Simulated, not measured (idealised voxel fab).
process module | voxel tone inversion
cross-section cut | 140 nm wide | cells 5 nm
A cross-section is a grid of square cells, given in bands from the top down. A band is one or more rows of cells.
Each band's line starts with the height of the band's top and of its bottom, in nm. Then come its materials from left to right, each with its width in nm. One material with "throughout" fills the band from edge to edge. "air" is empty space.
Height 0 is the level under which the wafer as received is all one material. The lowest band goes on downwards, as in "0 down".
A width such as "30 to 40" changes by the same amount from each row of cells to the next, from the band's top row to its bottom row.
"no change" after a step means that no cell of the cross-section changed.
closed voids: empty space of 8 cells or more with no open way to the top, each as width x height at its distance from the left edge, in nm
after a step's settings: what the simulator itself notes on the step
overlay nm, on a step with a mask: how far to the right of its planned place the mask lay; to the left if negative
plan
1 op RECEIVE | material Si
2 op CONFORMAL_DEP | material SiCN | thk nm 5
3 op DIRECTIONAL_DEP | material aC | thk nm 20
4 op PATTERN | tone cover | mask id POSTS | material resist | width nm 25 | pitch nm 40 | thk nm 25 | overlay nm 0
5 op DIRECTIONAL_ETCH | etch materials aC | depth nm 20
6 op STRIP | etch materials resist
7 op FILL_DEP | material lowk | thk nm 10
8 op CMP | height nm 25
9 op STRIP | etch materials aC
first wafer, as planned
as received, after step 1
  0 down: Si throughout
  closed voids: none
after step 2
  5 to 0: SiCN throughout
  below 0: unchanged
after step 3
  25 to 5: aC throughout
  below 5: unchanged
after step 4
  50 to 25: air 15 | resist 25 | air 15 | resist 25 | air 15 | resist 25 | air 20
  below 25: unchanged
after step 5
  30 to 25: air 15 | resist 25 | air 15 | resist 25 | air 15 | resist 25 | air 20
  25 to 5: air 15 | aC 25 | air 15 | aC 25 | air 15 | aC 25 | air 20
  below 5: unchanged
after step 6
  25 to 5: air 15 | aC 25 | air 15 | aC 25 | air 15 | aC 25 | air 20
  below 5: unchanged
after step 7
  35 to 25: lowk throughout
  25 to 5: lowk 15 | aC 25 | lowk 15 | aC 25 | lowk 15 | aC 25 | lowk 20
  below 5: unchanged
after step 8
  25 to 5: lowk 15 | aC 25 | lowk 15 | aC 25 | lowk 15 | aC 25 | lowk 20
  below 5: unchanged
after step 9
  25 to 5: lowk 15 | air 25 | lowk 15 | air 25 | lowk 15 | air 25 | lowk 20
  below 5: unchanged
second wafer: like start, like plan, one mistake. Through step 3 it matches the first wafer
when step 4 should have ended
  50 to 25: resist 15 | air 25 | resist 15 | air 25 | resist 15 | air 25 | resist 20
  below 25: unchanged
when step 5 should have ended
  30 to 25: resist 15 | air 25 | resist 15 | air 25 | resist 15 | air 25 | resist 20
  25 to 5: aC 15 | air 25 | aC 15 | air 25 | aC 15 | air 25 | aC 20
  below 5: unchanged
when step 6 should have ended
  25 to 5: aC 15 | air 25 | aC 15 | air 25 | aC 15 | air 25 | aC 20
  below 5: unchanged
when step 7 should have ended
  35 to 25: lowk throughout
  25 to 5: aC 15 | lowk 25 | aC 15 | lowk 25 | aC 15 | lowk 25 | aC 20
  below 5: unchanged
when step 8 should have ended
  25 to 5: aC 15 | lowk 25 | aC 15 | lowk 25 | aC 15 | lowk 25 | aC 20
  below 5: unchanged
when step 9 should have ended
  25 to 5: air 15 | lowk 25 | air 15 | lowk 25 | air 15 | lowk 25 | air 20
  below 5: unchanged
what went wrong: step 4 ran as: op PATTERN | tone open | mask id POSTS | material resist | width nm 25 | pitch nm 40 | thk nm 25 | overlay nm 0
at the end the second wafer has, in cells: 8 more of lowk
